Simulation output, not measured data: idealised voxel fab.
Process module, titled voxel self aligned vias
Cross-sectional view cut (width: 280 nm; square cell size: 5 nm).
A cross-section is written here as square cells arranged in a grid, and it is given in bands from the top down, each band taking up one or more rows of cells. This entry defines a band. It first specifies the height of the band's top and the height of its bottom in nm, and then specifies the band's materials from left to right, stating each material with its width in nm. The word "full width" identifies a single material that fills the band from edge to edge, while the word "blank" identifies empty space. The level at which height equals 0 is the one under which the wafer, as it arrives, is entirely one material. No lower edge exists for the bottom band, which continues downward and is notated as in "z 0 and below". Width "30 to 40": first value at the band's top row of cells, second value at its bottom row, equal change from row to row. "no change" (step): cross-section cells unchanged, all of them. "Closed-off voids" means: voids of 8 cells or more that are shut off from the top with no open way through. Written width x height at distance, distance from the left edge, in nm. Past the settings on a step's line: simulator remark, on that step. On any step carrying a mask, the "overlay nm" setting, if present on the step's line, tells how far right of its planned place the mask lay; negative values point to the left.
## Intended process steps
| 1 | RECEIVE,material Si |
| 2 | CONFORMAL_DEP,material SiO2,thk nm 10 |
| 3 | CONFORMAL_DEP,material SiCN,thk nm 5 |
| 4 | DIRECTIONAL_DEP,material SiO2,thk nm 30 |
| 5 | MASKED_ETCH,tone open,mask id LINES,width nm 30,pitch nm 70,etch materials SiO2,depth nm 30,overlay nm 0 |
| 6 | CONFORMAL_DEP,material TiN,thk nm 5 |
| 7 | FILL_DEP,material Ru,thk nm 10 |
| 8 | CMP,height nm 45 |
| 9 | SELECTIVE_ETCH,etch materials W Ru TiN,depth nm 5 |
| 10 | FILL_DEP,material SiN,thk nm 5 |
| 11 | CMP,height nm 45 |
| 12 | DIRECTIONAL_DEP,material SiO2,thk nm 20 |
| 13 | MASKED_ETCH,tone open,mask id VIAS,width nm 50,etch materials SiO2,depth nm 20,overlay nm 0 |
| 14 | MASKED_ETCH,tone open,mask id VIAS,width nm 50,etch materials SiN,depth nm 5,overlay nm 0 |
| 15 | CONFORMAL_DEP,material TiN,thk nm 5 |
| 16 | FILL_DEP,material W,thk nm 10 |
| 17 | CMP,height nm 65 |
| 18 | CONFORMAL_DEP,material SiCN,thk nm 5 |
## Cross-section of the wafer upon arrival, representing the state reached after step 1
	z 0 and below  Si full width
	Closed-off voids: none
## The first of the two wafers as seen in cross-section once the module was finished; processing followed the plan
	z 70 to 65  SiCN full width
	z 65 to 50  80 SiO2, then 5 TiN, then 40 W, then 5 TiN, then 150 SiO2
	z 50 to 45  80 SiO2, then 15 TiN, then 20 W, then 15 TiN, then 150 SiO2
	z 45 to 40  90 SiO2, then 30 TiN, then 40 SiO2, then 30 SiN, then 90 SiO2
	z 40 to 20  90 SiO2, then 5 TiN, then 20 Ru, then 5 TiN, then 40 SiO2, then 5 TiN, then 20 Ru, then 5 TiN, then 90 SiO2
	z 20 to 15  90 SiO2, then 30 TiN, then 40 SiO2, then 30 TiN, then 90 SiO2
	z 15 to 10  SiCN full width
	z 10 to 0  SiO2 full width
	z 0 and below  Si full width
	Closed-off voids: none
## Here is the second of the two wafers cut open at the end of the module - same start, same plan as the first one, but we made one mistake running it
	z 70 to 65  SiCN full width
	z 65 to 50  75 W, then 5 TiN, then 50 SiO2, then 5 TiN, then 145 W
	z 50 to 45  80 TiN, then 50 SiO2, then 150 TiN
	z 45 to 40  90 SiO2, then 30 SiN, then 40 SiO2, then 30 SiN, then 90 SiO2
	z 40 to 20  90 SiO2, then 5 TiN, then 20 Ru, then 5 TiN, then 40 SiO2, then 5 TiN, then 20 Ru, then 5 TiN, then 90 SiO2
	z 20 to 15  90 SiO2, then 30 TiN, then 40 SiO2, then 30 TiN, then 90 SiO2
	z 15 to 10  SiCN full width
	z 10 to 0  SiO2 full width
	z 0 and below  Si full width
	Closed-off voids: none
Here's what went sideways: step 13 ran differently from the plan; actual operation with settings: MASKED_ETCH,tone cover,mask id VIAS,width nm 50,etch materials SiO2,depth nm 20,overlay nm 0
Final tally in cells, some materials are higher or lower on the second wafer than on the first: SiN +6 | SiO2 -144 | TiN +34 | W +104
